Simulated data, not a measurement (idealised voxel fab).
Process module name: voxel plated lines
Square cells of 5 nm make up the cross-section cut, whose width is 145 nm.
Notation: cross-section as square-cell grid; stated in bands, top first, going down; one or more cell rows per band.
Top, bottom (nm), then materials left to right with widths (nm); lone material tagged "all across" fills the whole band edge to edge; "empty" = empty space.
Height reference: 0 = level under which incoming wafer is all one material. Lowest band: no bottom, runs on downward, e.g. "top 0, no bottom".
Width: "30 to 40" (first number = top row, second number = bottom row, same change from row to row of cells).
When a step is marked "no alterations made", none of the cells in the cross-section changed during that step.
Listed in "Closed void table": every empty space of 8 or more cells without an open way to the top. Form: width x height at distance, the distance being from the left edge, all in nm.
Post-settings text on a step line: simulator's own remark regarding the step.
The "overlay nm" setting may appear on a step's line; for a step that uses a mask, it gives how far to the right of its planned position the mask lay, and a negative value indicates the left.

Process steps - plan:
1) RECEIVE | material Si
2) CONFORMAL_DEP | material Al2O3 | thk nm 10
3) DIRECTIONAL_DEP | material TiN | thk nm 5
4) PATTERN | tone open | mask id LINES | material resist | width nm 30 | pitch nm 45 | thk nm 20 | overlay nm 0
5) EPI | material Ru | thk nm 5
6) STRIP | etch materials resist
7) DIRECTIONAL_ETCH | etch materials TiN | depth nm 5
8) CONFORMAL_DEP | material SiO2 | thk nm 5

On the first of the two wafers: run conducted according to plan:

Incoming wafer, cross-sectional view, post step 1:
* top 0, no bottom: Si all across
* Closed void table: none

Cross-section of the wafer subsequent to step 2:
* top 10, bottom 0: Al2O3 all across
* Everything under 0 stays put, no change at all.

Cross-section of the wafer subsequent to step 3:
* top 15, bottom 10: TiN all across
* Everything under 10 stays put, no change at all.

Cross-section of the wafer subsequent to step 4:
* top 35, bottom 15: 35 resist; 30 empty; 15 resist; 30 empty; 35 resist
* Everything under 15 stays put, no change at all.

Cross-section of the wafer subsequent to step 5:
* top 35, bottom 20: 35 resist; 30 empty; 15 resist; 30 empty; 35 resist
* top 20, bottom 15: 35 resist; 30 Ru; 15 resist; 30 Ru; 35 resist
* Everything under 15 stays put, no change at all.

Cross-section of the wafer subsequent to step 6:
* top 20, bottom 15: 35 empty; 30 Ru; 15 empty; 30 Ru; 35 empty
* Everything under 15 stays put, no change at all.

Cross-section of the wafer subsequent to step 7:
* top 20, bottom 15: 35 empty; 30 Ru; 15 empty; 30 Ru; 35 empty
* top 15, bottom 10: 35 empty; 30 TiN; 15 empty; 30 TiN; 35 empty
* Everything under 10 stays put, no change at all.

Cross-section of the wafer subsequent to step 8:
* top 25, bottom 20: 30 empty; 40 SiO2; 5 empty; 40 SiO2; 30 empty
* top 20, bottom 15: 30 empty; 5 SiO2; 30 Ru; 5 SiO2; 5 empty; 5 SiO2; 30 Ru; 5 SiO2; 30 empty
* top 15, bottom 10: 35 SiO2; 30 TiN; 15 SiO2; 30 TiN; 35 SiO2
* Everything under 10 stays put, no change at all.

Second wafer, same starting conditions and recipe as the first, one mistake in executing it, nothing differs from the first up to and including step 1:

X-section, second wafer, when step 2 was due to finish:
* top 5, bottom 0: TiN all across
* Everything under 0 stays put, no change at all.

X-section, second wafer, when step 3 was due to finish:
* top 15, bottom 5: Al2O3 all across
* Everything under 5 stays put, no change at all.

X-section, second wafer, when step 4 was due to finish:
* top 35, bottom 15: 35 resist; 30 empty; 15 resist; 30 empty; 35 resist
* Everything under 15 stays put, no change at all.

X-section, second wafer, when step 5 was due to finish: no alterations made

X-section, second wafer, when step 6 was due to finish:
* top 15, bottom 5: Al2O3 all across
* Everything under 5 stays put, no change at all.

X-section, second wafer, when step 7 was due to finish: no alterations made

X-section, second wafer, when step 8 was due to finish:
* top 20, bottom 15: SiO2 all across
* Everything under 15 stays put, no change at all.
What broke from the plan during processing? the intended sequence of steps 2 and 3 was reversed during processing, with each occupying the position of the other
Wrapping up, a cell-based count of both wafers puts the second over or under the first for these materials: 12 fewer of Ru | 8 fewer of SiO2 | 17 more of TiN
